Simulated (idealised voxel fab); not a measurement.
Process module, titled voxel wiring stack
cross-section cut | 250 nm wide | cells 5 nm
Each cross-section below is a grid of square cells, stated as bands in top-down order, with one or more rows of cells making up each band.
Within each band entry, the heights of the top and of the bottom of the band appear first, in that order and in nm; the materials of the band then follow from left to right, each with its corresponding width in nm. The designation "everywhere" on a single material indicates that it fills the band from edge to edge; the designation "blank" indicates empty space.
Heights are reckoned from 0. Under this level, the received wafer is all of one material. The bottommost band is open-ended downward, for example "z 0 and below".
The expression "30->40" gives the width at the extremes of the band, the first number at its top row of cells and the second at its bottom row, with the width changing by equal amounts from each row to the next in between.
Any step labelled "no modifications" changed none of the cells in the cross-section.
Each empty space that has no open way to the top and spans at least 8 cells appears under "Enclosed internal cavities" as width x height at distance, the distance counted from the left edge, all in nm.
Anything after a step's settings on that line? It's the simulator's own note about the step.
overlay nm: for a step with a mask, the amount by which the mask lay right of where it was planned; a negative amount means left of it.

**The planned process steps are enumerated hereunder**
1 op RECEIVE | material Si
2 op CONFORMAL_DEP | material SiO2 | thk nm 10
3 op CONFORMAL_DEP | material SiN | thk nm 5
4 op DIRECTIONAL_DEP | material lowk | thk nm 15
5 op PATTERN | tone open | mask id METAL_1 | material resist | width nm 20 | pitch nm 35 | thk nm 20 | overlay nm 0
6 op DIRECTIONAL_ETCH | etch materials lowk | depth nm 15
7 op DIRECTIONAL_ETCH | etch materials SiN | depth nm 5
8 op STRIP | etch materials resist
9 op CONFORMAL_DEP | material TiN | thk nm 5
10 op FILL_DEP | material Ru | thk nm 10
11 op CMP | height nm 30
12 op EPI | material Ru | thk nm 5
13 op FILL_DEP | material SiCN | thk nm 5
14 op DIRECTIONAL_DEP | material lowk | thk nm 10
15 op DIRECTIONAL_DEP | material aC | thk nm 15
16 op PATTERN | tone open | mask id PLUG_1 | material resist | width nm 15 | pitch nm 70 | thk nm 30 | overlay nm 0
17 op DIRECTIONAL_ETCH | etch materials aC | depth nm 15
18 op STRIP | etch materials resist
19 op DIRECTIONAL_ETCH | etch materials lowk | depth nm 10
20 op DIRECTIONAL_ETCH | etch materials SiCN | depth nm 5
21 op STRIP | etch materials aC
22 op EPI | material Ru | thk nm 10
23 op EPI | material Ru | thk nm 5
24 op DIRECTIONAL_DEP | material TiN | thk nm 5
25 op DIRECTIONAL_DEP | material W | thk nm 15
26 op MASKED_ETCH | tone cover | mask id METAL_2 | width nm 20 | pitch nm 35 | etch materials W | depth nm 15 | overlay nm 0
27 op MASKED_ETCH | tone cover | mask id METAL_2 | width nm 20 | pitch nm 35 | etch materials TiN | depth nm 5 | overlay nm 0
28 op CONFORMAL_DEP | material SiCN | thk nm 5
29 op FILL_DEP | material lowk | thk nm 10
30 op CMP | height nm 70
31 op CONFORMAL_DEP | material SiCN | thk nm 5
32 op DIRECTIONAL_DEP | material lowk | thk nm 15
33 op PATTERN | tone open | mask id PLUG_2 | material resist | width nm 15 | pitch nm 35 | thk nm 20 | overlay nm 0
34 op DIRECTIONAL_ETCH | etch materials lowk | depth nm 15
35 op DIRECTIONAL_ETCH | etch materials SiCN | depth nm 5
36 op STRIP | etch materials resist
37 op CONFORMAL_DEP | material TiN | thk nm 5
38 op FILL_DEP | material Ru | thk nm 10
39 op CMP | height nm 90
40 op DIRECTIONAL_DEP | material TiN | thk nm 5
41 op DIRECTIONAL_DEP | material W | thk nm 25
42 op PATTERN | tone cover | mask id METAL_3 | material resist | width nm 20 | pitch nm 35 | thk nm 20 | overlay nm 0
43 op DIRECTIONAL_ETCH | etch materials W | depth nm 25
44 op DIRECTIONAL_ETCH | etch materials TiN | depth nm 5
45 op STRIP | etch materials resist
46 op FILL_DEP | material SiO2 | thk nm 10
47 op CMP | height nm 120
48 op CONFORMAL_DEP | material SiCN | thk nm 5

**Step 1 complete: cross-section of the wafer as received**
    z 0 and below: Si everywhere
    Enclosed internal cavities: none

**Starting structure and process plan are as shown above, but one mistake was made in running the module; the wafer cross-section at the end of the module follows**
    z 125 to 120: SiCN everywhere
    z 120 to 95: 60 of SiO2 / 20 of W / 15 of SiO2 / 20 of W / 15 of SiO2 / 20 of W / 15 of SiO2 / 20 of W / 65 of SiO2
    z 95 to 90: 60 of SiO2 / 20 of TiN / 15 of SiO2 / 20 of TiN / 15 of SiO2 / 20 of TiN / 15 of SiO2 / 20 of TiN / 65 of SiO2
    z 90 to 75: 60 of lowk / 5 of TiN / 5 of Ru / 5 of TiN / 20 of lowk / 5 of TiN / 5 of Ru / 5 of TiN / 20 of lowk / 5 of TiN / 5 of Ru / 5 of TiN / 20 of lowk / 5 of TiN / 5 of Ru / 5 of TiN / 70 of lowk
    z 75 to 70: 60 of SiCN / 15 of TiN / 20 of SiCN / 15 of TiN / 20 of SiCN / 15 of TiN / 20 of SiCN / 15 of TiN / 70 of SiCN
    z 70 to 55: 55 of lowk / 5 of SiCN / 20 of W / 5 of SiCN / 5 of lowk / 5 of SiCN / 20 of W / 5 of SiCN / 5 of lowk / 5 of SiCN / 20 of W / 5 of SiCN / 5 of lowk / 5 of SiCN / 20 of W / 5 of SiCN / 60 of lowk
    z 55 to 50: 60 of SiCN / 20 of TiN / 15 of SiCN / 20 of TiN / 15 of SiCN / 20 of TiN / 15 of SiCN / 20 of TiN / 65 of SiCN
    z 50 to 40: 65 of lowk / 15 of Ru / 55 of lowk / 15 of Ru / 100 of lowk
    z 40 to 35: 65 of SiCN / 15 of Ru / 55 of SiCN / 15 of Ru / 100 of SiCN
    z 35 to 30: 55 of SiCN / 30 of Ru / 5 of SiCN / 30 of Ru / 5 of SiCN / 30 of Ru / 5 of SiCN / 30 of Ru / 60 of SiCN
    z 30 to 15: 60 of lowk / 5 of TiN / 10 of Ru / 5 of TiN / 15 of lowk / 5 of TiN / 10 of Ru / 5 of TiN / 15 of lowk / 5 of TiN / 10 of Ru / 5 of TiN / 15 of lowk / 5 of TiN / 10 of Ru / 5 of TiN / 65 of lowk
    z 15 to 10: 60 of SiN / 20 of TiN / 15 of SiN / 20 of TiN / 15 of SiN / 20 of TiN / 15 of SiN / 20 of TiN / 65 of SiN
    z 10 to 0: SiO2 everywhere
    z 0 and below: Si everywhere
    Enclosed internal cavities: none
Misprocessing identified: planned and actual differ for step 16; actual: op PATTERN | tone open | mask id PLUG_1 | material resist | width nm 15 | pitch nm 70 | thk nm 30 | overlay nm 5
